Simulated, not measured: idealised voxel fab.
Proc. module: voxel gate over fins
This is section cut - it's 185 nm across, gridded in 5 nm square cells.
In this document a cross-section is written as a grid of square cells. It is given as a series of bands, listed from the top down, and a band is one or more rows of cells. Quick guide to a band line: top height, bottom height (nm) up front; then every material left to right with its width in nm. Only one material and it's marked "full width"? Then it fills the band edge to edge. And "air" just means empty space. Beneath 0, the wafer as received is one material, and that level is where height counting begins. The lowest band goes on downward without a bottom; it is written like "top 0, no bottom". Per-row width for "30..40": begins at first number (top row of band), ends at second number (bottom row), increment between rows held constant. It should be understood that the words "same as before", when stated for a given step, signify that the cross-section underwent no change in any of its cells during that step. Any empty space of 8 cells or more lacking an open way to the top shows up in "Closed internal cavities" as width x height at distance, distance from the left edge, in nm. Step line, after settings: the simulator's comment on this step. If you see "overlay nm" on a step's line and that step has a mask, it's telling you how far right of where it was planned the mask ended up; a negative number means it went left instead.

-- The process steps that were planned are listed below
1) RECEIVE (material Si)
2) CONFORMAL_DEP (material SiN; thk nm 5)
3) DIRECTIONAL_DEP (material aC; thk nm 15)
4) PATTERN (tone cover; mask id FINS; material resist; width nm 15; pitch nm 45; thk nm 35; overlay nm 0)
5) DIRECTIONAL_ETCH (etch materials aC; depth nm 15)
6) STRIP (etch materials resist)
7) DIRECTIONAL_ETCH (etch materials SiN; depth nm 5)
8) DIRECTIONAL_ETCH (etch materials Si; depth nm 30)
9) STRIP (etch materials aC)
10) OXIDIZE (depth nm 5)
11) FILL_DEP (material SiO2; thk nm 5)
12) CMP (height nm 5)
13) SELECTIVE_ETCH (etch materials SiO2; depth nm 20)
14) STRIP (etch materials SiN)
15) CONFORMAL_DEP (material HfO2; thk nm 5)
16) CONFORMAL_DEP (material TiN; thk nm 5)
17) FILL_DEP (material W; thk nm 15)
18) CMP (height nm 20)
19) CONFORMAL_DEP (material SiCN; thk nm 5)

-- As received (post step 1): cross-section
> top 0, no bottom = Si full width
> Closed internal cavities: none

-- Here's the wafer cut in cross-section after the module, started and planned just like above, except one thing was done wrong in the run
> top 25, bottom 20 = SiCN full width
> top 20, bottom 10 = W full width
> top 10, bottom 5 = 45 nm W; 25 nm TiN; 20 nm W; 25 nm TiN; 20 nm W; 25 nm TiN; 25 nm W
> top 5, bottom 0 = 45 nm W; 5 nm TiN; 15 nm HfO2; 5 nm TiN; 20 nm W; 5 nm TiN; 15 nm HfO2; 5 nm TiN; 20 nm W; 5 nm TiN; 15 nm HfO2; 5 nm TiN; 25 nm W
> top 0, bottom -5 = 45 nm W; 5 nm TiN; 5 nm HfO2; 5 nm Si; 5 nm HfO2; 5 nm TiN; 20 nm W; 5 nm TiN; 5 nm HfO2; 5 nm Si; 5 nm HfO2; 5 nm TiN; 20 nm W; 5 nm TiN; 5 nm HfO2; 5 nm Si; 5 nm HfO2; 5 nm TiN; 25 nm W
> top -5, bottom -10 = 50 nm TiN; 5 nm HfO2; 5 nm Si; 5 nm HfO2; 30 nm TiN; 5 nm HfO2; 5 nm Si; 5 nm HfO2; 30 nm TiN; 5 nm HfO2; 5 nm Si; 5 nm HfO2; 30 nm TiN
> top -10, bottom -15 = 55 nm HfO2; 5 nm Si; 40 nm HfO2; 5 nm Si; 40 nm HfO2; 5 nm Si; 35 nm HfO2
> top -15, bottom -35 = 55 nm SiO2; 5 nm Si; 40 nm SiO2; 5 nm Si; 40 nm SiO2; 5 nm Si; 35 nm SiO2
> top -35, no bottom = Si full width
> Closed internal cavities: none
So what did we get wrong on this run? step 4 changed vs plan, executed as PATTERN (tone cover; mask id FINS; material resist; width nm 15; pitch nm 45; thk nm 35; overlay nm 10)
